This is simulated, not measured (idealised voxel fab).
The process module presented herein is designated voxel capacitor over wiring.
290 nm wide, 5 nm square cells: that's cross-section cut.
Bands, listed from the top down, are how a cross-section gets written in this document; the cross-section itself is a grid of square cells, and a band is one or more rows of them. Each band's line starts with the height of the band's top and of its bottom, in nm. Then come its materials from left to right, each with its width in nm. One material with "edge to edge" fills the band from edge to edge. "blank" is empty space. A quick word on heights: they are counted from 0, and under that level the wafer as it came to us is one material throughout. The lowest band is different from the rest in having no bottom; it simply continues downward, written as in "0 and below". With a width like "30..40", each row of cells in the band differs from the next by the same amount, the top row carrying the first number and the bottom row the second. It should be understood that the words "no alteration", when stated for a given step, signify that the cross-section underwent no change in any of its cells during that step. Reported under the label "Fully sealed cavities" are the empty spaces having no open way to the top and comprising 8 cells or more; the notation for each is width x height at distance, in which the distance is measured from the left edge and all three values are in nm. That trailing text on a step's line, after the settings, is the simulator's own remark on the step. On any step carrying a mask, the "overlay nm" setting, if present on the step's line, tells how far right of its planned place the mask lay; negative values point to the left.
[plan]
1: RECEIVE [material Si]
2: CONFORMAL_DEP [material SiO2] [thk nm 15]
3: CONFORMAL_DEP [material SiN] [thk nm 5]
4: DIRECTIONAL_DEP [material lowk] [thk nm 25]
5: DIRECTIONAL_DEP [material aC] [thk nm 10]
6: PATTERN [tone open] [mask id METAL_1] [material resist] [width nm 30] [pitch nm 85] [thk nm 30] [overlay nm 0]
7: DIRECTIONAL_ETCH [etch materials aC] [depth nm 10]
8: STRIP [etch materials resist]
9: DIRECTIONAL_ETCH [etch materials lowk] [depth nm 25]
10: DIRECTIONAL_ETCH [etch materials SiN] [depth nm 5]
11: STRIP [etch materials aC]
12: CONFORMAL_DEP [material TiN] [thk nm 5]
13: FILL_DEP [material W] [thk nm 5]
14: CMP [height nm 45]
15: CONFORMAL_DEP [material SiCN] [thk nm 5]
16: DIRECTIONAL_DEP [material SiO2] [thk nm 15]
17: MASKED_ETCH [tone open] [mask id PLUG_1] [width nm 15] [etch materials SiO2] [depth nm 15] [overlay nm 0]
18: MASKED_ETCH [tone open] [mask id PLUG_1] [width nm 15] [etch materials SiCN] [depth nm 5] [overlay nm 0]
19: EPI [material Ru] [thk nm 10]
20: EPI [material Ru] [thk nm 10]
21: DIRECTIONAL_DEP [material TiN] [thk nm 5]
22: DIRECTIONAL_DEP [material HfO2] [thk nm 5]
23: DIRECTIONAL_DEP [material TiN] [thk nm 10]
24: MASKED_ETCH [tone cover] [mask id UPPER_PLATE] [width nm 60] [etch materials TiN] [depth nm 10] [overlay nm 0]
25: MASKED_ETCH [tone cover] [mask id UPPER_PLATE] [width nm 60] [etch materials HfO2] [depth nm 5] [overlay nm 0]
26: DIRECTIONAL_DEP [material aC] [thk nm 10]
27: PATTERN [tone cover] [mask id LOWER_PLATE] [material resist] [width nm 70] [thk nm 25] [overlay nm 0]
28: DIRECTIONAL_ETCH [etch materials aC] [depth nm 10]
29: STRIP [etch materials resist]
30: DIRECTIONAL_ETCH [etch materials TiN] [depth nm 5]
31: STRIP [etch materials aC]
32: FILL_DEP [material SiO2] [thk nm 20]
33: CMP [height nm 100]
34: DIRECTIONAL_DEP [material aC] [thk nm 15]
35: PATTERN [tone open] [mask id PLUG_2] [material resist] [width nm 15] [thk nm 30] [overlay nm 0]
36: DIRECTIONAL_ETCH [etch materials aC] [depth nm 15]
37: STRIP [etch materials resist]
38: DIRECTIONAL_ETCH [etch materials SiO2] [depth nm 15]
39: STRIP [etch materials aC]
40: CONFORMAL_DEP [material TiN] [thk nm 5]
41: FILL_DEP [material Cu] [thk nm 5]
42: CMP [height nm 100]
43: CONFORMAL_DEP [material SiN] [thk nm 5]
[Cross-section of the incoming wafer, state after step 1]
- 0 and below: Si edge to edge
- Fully sealed cavities: none
[The cross-section shown corresponds to the wafer at the conclusion of the module. The initial structure and the process plan are those presented above; however, one mistake occurred in executing the plan]
- 105 down to 100: SiN edge to edge
- 100 down to 95: 100 SiO2, then 60 TiN, then 130 SiO2
- 95 down to 90: 100 SiO2, then 60 HfO2, then 130 SiO2
- 90 down to 85: 95 SiO2, then 70 TiN, then 125 SiO2
- 85 down to 65: Ru edge to edge
- 65 down to 50: TiN edge to edge
- 50 down to 45: SiCN edge to edge
- 45 down to 20: 85 lowk, then 5 TiN, then 20 W, then 5 TiN, then 55 lowk, then 5 TiN, then 20 W, then 5 TiN, then 90 lowk
- 20 down to 15: 85 SiN, then 30 TiN, then 55 SiN, then 30 TiN, then 90 SiN
- 15 down to 0: SiO2 edge to edge
- 0 and below: Si edge to edge
- Fully sealed cavities: none
Finding, execution versus plan: step 16 changed vs plan, executed as DIRECTIONAL_DEP [material TiN] [thk nm 15]
